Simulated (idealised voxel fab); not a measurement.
The name of this process module is voxel gate over fins.
In the cross-section labelled cut, the width is 205 nm and each square cell is 5 nm.
Reading order for cross-sections: top band down to bottom band. Underlying form: a grid of square cells. Band size: one or more rows of cells.
Each band's line starts with the height of the band's top and of its bottom, in nm. Then come its materials from left to right, each with its width in nm. One material with "all across" fills the band from edge to edge. "air" is empty space.
Heights are reckoned from 0. Under this level, the received wafer is all of one material. The bottommost band is open-ended downward, for example "0 down".
Quick explanation for "30..40": the width changes in equal steps down the rows of cells, from the first number in the band's top row to the second number in its bottom row.
"all unchanged" -> step changed no cross-section cell.
Entry "Closed void roster" = empty spaces >= 8 cells with no open way to the top; each as width x height at distance, distance from left edge, all nm.
Post-settings text on a step line: simulator's own remark regarding the step.
overlay nm: where the mask lay relative to plan, measured to the right, on steps with a mask; negatives go left.

**Intended process steps**
1) op RECEIVE | material Si
2) op CONFORMAL_DEP | material SiN | thk nm 10
3) op PATTERN | tone cover | mask id FINS | material resist | width nm 15 | pitch nm 45 | thk nm 20 | overlay nm 0
4) op DIRECTIONAL_ETCH | etch materials SiN | depth nm 10
5) op DIRECTIONAL_ETCH | etch materials Si | depth nm 35
6) op STRIP | etch materials resist
7) op FILL_DEP | material SiO2 | thk nm 10
8) op CMP | height nm 10
9) op SELECTIVE_ETCH | etch materials SiO2 | depth nm 20
10) op STRIP | etch materials SiN
11) op CONFORMAL_DEP | material HfO2 | thk nm 5
12) op CONFORMAL_DEP | material TiN | thk nm 5
13) op FILL_DEP | material W | thk nm 15
14) op CMP | height nm 20
15) op CONFORMAL_DEP | material SiCN | thk nm 10

**First wafer, two in total, run as planned**

**So this is the incoming wafer in cross-section - it's already been through step 1**
> 0 down | Si all across
> Closed void roster: none

**After step 2, in cross-section**
> 10 to 0 | SiN all across
> Under the height 0 nothing was changed.

**After step 3, in cross-section**
> 30 to 10 | 25 air  15 resist  30 air  15 resist  30 air  15 resist  30 air  15 resist  30 air
> Under the height 10 nothing was changed.

**After step 4, in cross-section**
> 30 to 10 | 25 air  15 resist  30 air  15 resist  30 air  15 resist  30 air  15 resist  30 air
> 10 to 0 | 25 air  15 SiN  30 air  15 SiN  30 air  15 SiN  30 air  15 SiN  30 air
> Under the height 0 nothing was changed.

**After step 5, in cross-section**
> 30 to 10 | 25 air  15 resist  30 air  15 resist  30 air  15 resist  30 air  15 resist  30 air
> 10 to 0 | 25 air  15 SiN  30 air  15 SiN  30 air  15 SiN  30 air  15 SiN  30 air
> 0 to -35 | 25 air  15 Si  30 air  15 Si  30 air  15 Si  30 air  15 Si  30 air
> Under the height -35 nothing was changed.

**After step 6, in cross-section**
> 10 to 0 | 25 air  15 SiN  30 air  15 SiN  30 air  15 SiN  30 air  15 SiN  30 air
> Under the height 0 nothing was changed.

**After step 7, in cross-section**
> 20 to 10 | SiO2 all across
> 10 to 0 | 25 SiO2  15 SiN  30 SiO2  15 SiN  30 SiO2  15 SiN  30 SiO2  15 SiN  30 SiO2
> 0 to -35 | 25 SiO2  15 Si  30 SiO2  15 Si  30 SiO2  15 Si  30 SiO2  15 Si  30 SiO2
> Under the height -35 nothing was changed.

**After step 8, in cross-section**
> 10 to 0 | 25 SiO2  15 SiN  30 SiO2  15 SiN  30 SiO2  15 SiN  30 SiO2  15 SiN  30 SiO2
> Under the height 0 nothing was changed.

**After step 9, in cross-section**
> 10 to 0 | 25 air  15 SiN  30 air  15 SiN  30 air  15 SiN  30 air  15 SiN  30 air
> 0 to -10 | 25 air  15 Si  30 air  15 Si  30 air  15 Si  30 air  15 Si  30 air
> Under the height -10 nothing was changed.

**After step 10, in cross-section**
> 0 to -10 | 25 air  15 Si  30 air  15 Si  30 air  15 Si  30 air  15 Si  30 air
> Under the height -10 nothing was changed.

**After step 11, in cross-section**
> 5 to 0 | 20 air  25 HfO2  20 air  25 HfO2  20 air  25 HfO2  20 air  25 HfO2  25 air
> 0 to -5 | 20 air  5 HfO2  15 Si  5 HfO2  20 air  5 HfO2  15 Si  5 HfO2  20 air  5 HfO2  15 Si  5 HfO2  20 air  5 HfO2  15 Si  5 HfO2  25 air
> -5 to -10 | 25 HfO2  15 Si  30 HfO2  15 Si  30 HfO2  15 Si  30 HfO2  15 Si  30 HfO2
> Under the height -10 nothing was changed.

**After step 12, in cross-section**
> 10 to 5 | 15 air  35 TiN  10 air  35 TiN  10 air  35 TiN  10 air  35 TiN  20 air
> 5 to 0 | 15 air  5 TiN  25 HfO2  5 TiN  10 air  5 TiN  25 HfO2  5 TiN  10 air  5 TiN  25 HfO2  5 TiN  10 air  5 TiN  25 HfO2  5 TiN  20 air
> 0 to -5 | 20 TiN  5 HfO2  15 Si  5 HfO2  20 TiN  5 HfO2  15 Si  5 HfO2  20 TiN  5 HfO2  15 Si  5 HfO2  20 TiN  5 HfO2  15 Si  5 HfO2  25 TiN
> Under the height -5 nothing was changed.

**After step 13, in cross-section**
> 25 to 10 | W all across
> 10 to 5 | 15 W  35 TiN  10 W  35 TiN  10 W  35 TiN  10 W  35 TiN  20 W
> 5 to 0 | 15 W  5 TiN  25 HfO2  5 TiN  10 W  5 TiN  25 HfO2  5 TiN  10 W  5 TiN  25 HfO2  5 TiN  10 W  5 TiN  25 HfO2  5 TiN  20 W
> Under the height 0 nothing was changed.

**After step 14, in cross-section**
> 20 to 10 | W all across
> Under the height 10 nothing was changed.

**After step 15, in cross-section**
> 30 to 20 | SiCN all across
> Under the height 20 nothing was changed.

**The Second Wafer: Common Origin and Plan, One Mistake in Execution, Identical to the First Through Step 2**

**Second wafer, cut view, end of step 3 per plan**
> 30 to 10 | 25 resist  15 air  30 resist  15 air  30 resist  15 air  30 resist  15 air  30 resist
> Under the height 10 nothing was changed.

**Second wafer, cut view, end of step 4 per plan**
> 30 to 10 | 25 resist  15 air  30 resist  15 air  30 resist  15 air  30 resist  15 air  30 resist
> 10 to 0 | 25 SiN  15 air  30 SiN  15 air  30 SiN  15 air  30 SiN  15 air  30 SiN
> Under the height 0 nothing was changed.

**Second wafer, cut view, end of step 5 per plan**
> 30 to 10 | 25 resist  15 air  30 resist  15 air  30 resist  15 air  30 resist  15 air  30 resist
> 10 to 0 | 25 SiN  15 air  30 SiN  15 air  30 SiN  15 air  30 SiN  15 air  30 SiN
> 0 to -35 | 25 Si  15 air  30 Si  15 air  30 Si  15 air  30 Si  15 air  30 Si
> Under the height -35 nothing was changed.

**Second wafer, cut view, end of step 6 per plan**
> 10 to 0 | 25 SiN  15 air  30 SiN  15 air  30 SiN  15 air  30 SiN  15 air  30 SiN
> Under the height 0 nothing was changed.

**Second wafer, cut view, end of step 7 per plan**
> 20 to 10 | SiO2 all across
> 10 to 0 | 25 SiN  15 SiO2  30 SiN  15 SiO2  30 SiN  15 SiO2  30 SiN  15 SiO2  30 SiN
> 0 to -35 | 25 Si  15 SiO2  30 Si  15 SiO2  30 Si  15 SiO2  30 Si  15 SiO2  30 Si
> Under the height -35 nothing was changed.

**Second wafer, cut view, end of step 8 per plan**
> 10 to 0 | 25 SiN  15 SiO2  30 SiN  15 SiO2  30 SiN  15 SiO2  30 SiN  15 SiO2  30 SiN
> Under the height 0 nothing was changed.

**Second wafer, cut view, end of step 9 per plan**
> 10 to 0 | 25 SiN  15 air  30 SiN  15 air  30 SiN  15 air  30 SiN  15 air  30 SiN
> 0 to -10 | 25 Si  15 air  30 Si  15 air  30 Si  15 air  30 Si  15 air  30 Si
> Under the height -10 nothing was changed.

**Second wafer, cut view, end of step 10 per plan**
> 0 to -10 | 25 Si  15 air  30 Si  15 air  30 Si  15 air  30 Si  15 air  30 Si
> Under the height -10 nothing was changed.

**Second wafer, cut view, end of step 11 per plan**
> 5 to 0 | 30 HfO2  5 air  40 HfO2  5 air  40 HfO2  5 air  40 HfO2  5 air  35 HfO2
> 0 to -5 | 25 Si  5 HfO2  5 air  5 HfO2  30 Si  5 HfO2  5 air  5 HfO2  30 Si  5 HfO2  5 air  5 HfO2  30 Si  5 HfO2  5 air  5 HfO2  30 Si
> -5 to -10 | 25 Si  15 HfO2  30 Si  15 HfO2  30 Si  15 HfO2  30 Si  15 HfO2  30 Si
> Under the height -10 nothing was changed.

**Second wafer, cut view, end of step 12 per plan**
> 10 to 5 | TiN all across
> 5 to 0 | 30 HfO2  5 TiN  40 HfO2  5 TiN  40 HfO2  5 TiN  40 HfO2  5 TiN  35 HfO2
> 0 to -5 | 25 Si  5 HfO2  5 TiN  5 HfO2  30 Si  5 HfO2  5 TiN  5 HfO2  30 Si  5 HfO2  5 TiN  5 HfO2  30 Si  5 HfO2  5 TiN  5 HfO2  30 Si
> Under the height -5 nothing was changed.

**Second wafer, cut view, end of step 13 per plan**
> 25 to 10 | W all across
> Under the height 10 nothing was changed.

**Second wafer, cut view, end of step 14 per plan**
> 20 to 10 | W all across
> Under the height 10 nothing was changed.

**Second wafer, cut view, end of step 15 per plan**
> 30 to 20 | SiCN all across
> Under the height 20 nothing was changed.
Plan not followed: for step 3, the planned setting was not used; the step was instead run as op PATTERN | tone open | mask id FINS | material resist | width nm 15 | pitch nm 45 | thk nm 20 | overlay nm 0
Counted in cells at the end, the second wafer holds more or fewer of these materials than the first: Si: 119 more, SiO2: 85 fewer, TiN: 8 fewer, W: 26 fewer
